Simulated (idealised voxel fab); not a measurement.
Documented hereafter: the process module known as voxel self aligned vias.
cross-section cut | 210 nm wide | cells 5 nm
Cross-section format: a grid of square cells, given as bands from top to bottom; each band is one or more rows of cells. Top, bottom (nm), then materials left to right with widths (nm); lone material tagged "edge to edge" fills the whole band edge to edge; "air" = empty space. Heights are reckoned from 0. Under this level, the received wafer is all of one material. The bottommost band is open-ended downward, for example "0 nm and below". When a width is written as two numbers, as in "30..40", the first number is the width in the top row of cells of the band and the second is the width in its bottom row, and the width changes by the same amount from each row to the next. You'll sometimes find "no alteration" written for a step, and that's the way of saying that nowhere in the cross-section did a cell change during that step. This entry, "Encapsulated voids", enumerates those empty regions of no fewer than 8 cells that possess no open connection to the top. Each region is reported in the form width x height at distance, the distance being taken from the left edge, with all three quantities expressed in nm. Note: text after step settings on the step line = simulator remark on that step. overlay nm: for a step with a mask, the amount by which the mask lay right of where it was planned; a negative amount means left of it.
### Process steps - plan
1) RECEIVE: material Si
2) CONFORMAL_DEP: material SiO2, thk nm 10
3) CONFORMAL_DEP: material SiCN, thk nm 5
4) DIRECTIONAL_DEP: material SiO2, thk nm 25
5) DIRECTIONAL_DEP: material aC, thk nm 15
6) PATTERN: tone open, mask id LINES, material resist, width nm 20, pitch nm 65, thk nm 30, overlay nm 0
7) DIRECTIONAL_ETCH: etch materials aC, depth nm 15
8) STRIP: etch materials resist
9) DIRECTIONAL_ETCH: etch materials SiO2, depth nm 25
10) STRIP: etch materials aC
11) CONFORMAL_DEP: material TiN, thk nm 5
12) FILL_DEP: material Ru, thk nm 10
13) CMP: height nm 40
14) SELECTIVE_ETCH: etch materials W Ru TiN, depth nm 10
15) FILL_DEP: material SiN, thk nm 5
16) CMP: height nm 40
17) DIRECTIONAL_DEP: material SiO2, thk nm 20
18) MASKED_ETCH: tone open, mask id VIAS, width nm 40, pitch nm 130, etch materials SiO2, depth nm 10, overlay nm 0
19) MASKED_ETCH: tone open, mask id VIAS, width nm 40, pitch nm 130, etch materials SiN, depth nm 10, overlay nm 0
20) CONFORMAL_DEP: material TiN, thk nm 5
21) FILL_DEP: material Cu, thk nm 10
22) CMP: height nm 60
23) CONFORMAL_DEP: material SiCN, thk nm 5
Heads up: all these wafers start the same, and what changes between them is the depth nm in step 18. The value you see in the plan is just what the first wafer got.
### Cut through the first of several wafers as received, post step 1
* 0 nm and below | Si edge to edge
* Encapsulated voids: none
### Here is the cross-section of the first of several wafers at the end of the module, after its last step, step 23
* 65 nm to 60 nm | SiCN edge to edge
* 60 nm to 55 nm | SiO2 (20), TiN (5), Cu (30), TiN (5), SiO2 (90), TiN (5), Cu (30), TiN (5), SiO2 (20)
* 55 nm to 50 nm | SiO2 (20), TiN (40), SiO2 (90), TiN (40), SiO2 (20)
* 50 nm to 40 nm | SiO2 edge to edge
* 40 nm to 30 nm | SiO2 (30), SiN (20), SiO2 (45), SiN (20), SiO2 (45), SiN (20), SiO2 (30)
* 30 nm to 20 nm | SiO2 (30), TiN (5), Ru (10), TiN (5), SiO2 (45), TiN (5), Ru (10), TiN (5), SiO2 (45), TiN (5), Ru (10), TiN (5), SiO2 (30)
* 20 nm to 15 nm | SiO2 (30), TiN (20), SiO2 (45), TiN (20), SiO2 (45), TiN (20), SiO2 (30)
* 15 nm to 10 nm | SiCN edge to edge
* 10 nm to 0 nm | SiO2 edge to edge
* 0 nm and below | Si edge to edge
* Encapsulated voids: none
### Last wafer of the set, cross-sectioned at end of module
* 65 nm to 60 nm | SiCN edge to edge
* 60 nm to 40 nm | SiO2 (20), TiN (5), Cu (30), TiN (5), SiO2 (90), TiN (5), Cu (30), TiN (5), SiO2 (20)
* 40 nm to 35 nm | SiO2 (20), TiN (5), Cu (30), TiN (5), SiO2 (35), SiN (20), SiO2 (35), TiN (5), Cu (30), TiN (5), SiO2 (20)
* 35 nm to 30 nm | SiO2 (20), TiN (40), SiO2 (35), SiN (20), SiO2 (35), TiN (40), SiO2 (20)
* 30 nm to 20 nm | SiO2 (20..30), TiN (15..5), Ru (10), TiN (15..5), SiO2 (35..45), TiN (5), Ru (10), TiN (5), SiO2 (35..45), TiN (15..5), Ru (10), TiN (15..5), SiO2 (20..30)
* 20 nm to 15 nm | SiO2 (30), TiN (20), SiO2 (45), TiN (20), SiO2 (45), TiN (20), SiO2 (30)
* 15 nm to 10 nm | SiCN edge to edge
* 10 nm to 0 nm | SiO2 edge to edge
* 0 nm and below | Si edge to edge
* Encapsulated voids: none
### Here is how to read the rows: every wafer has a row, and it shows the wafer at the end of the module, giving for each material how many cells were gained (+) or lost (-) since the wafer was received, then listing its closed voids
depth nm 10 | +12 Cu | +12 Ru | +84 SiCN | +24 SiN | +370 SiO2 | +44 TiN | Encapsulated voids: none
depth nm 15 | +24 Cu | +12 Ru | +84 SiCN | +24 SiN | +354 SiO2 | +48 TiN | Encapsulated voids: none
depth nm 20 | +44 Cu | +12 Ru | +84 SiCN | +8 SiN | +338 SiO2 | +60 TiN | Encapsulated voids: none
depth nm 25 | +52 Cu | +12 Ru | +84 SiCN | +8 SiN | +330 SiO2 | +60 TiN | Encapsulated voids: none
depth nm 30 | +60 Cu | +12 Ru | +84 SiCN | +8 SiN | +322 SiO2 | +60 TiN | Encapsulated voids: none
depth nm 35 | +60 Cu | +12 Ru | +84 SiCN | +8 SiN | +314 SiO2 | +68 TiN | Encapsulated voids: none
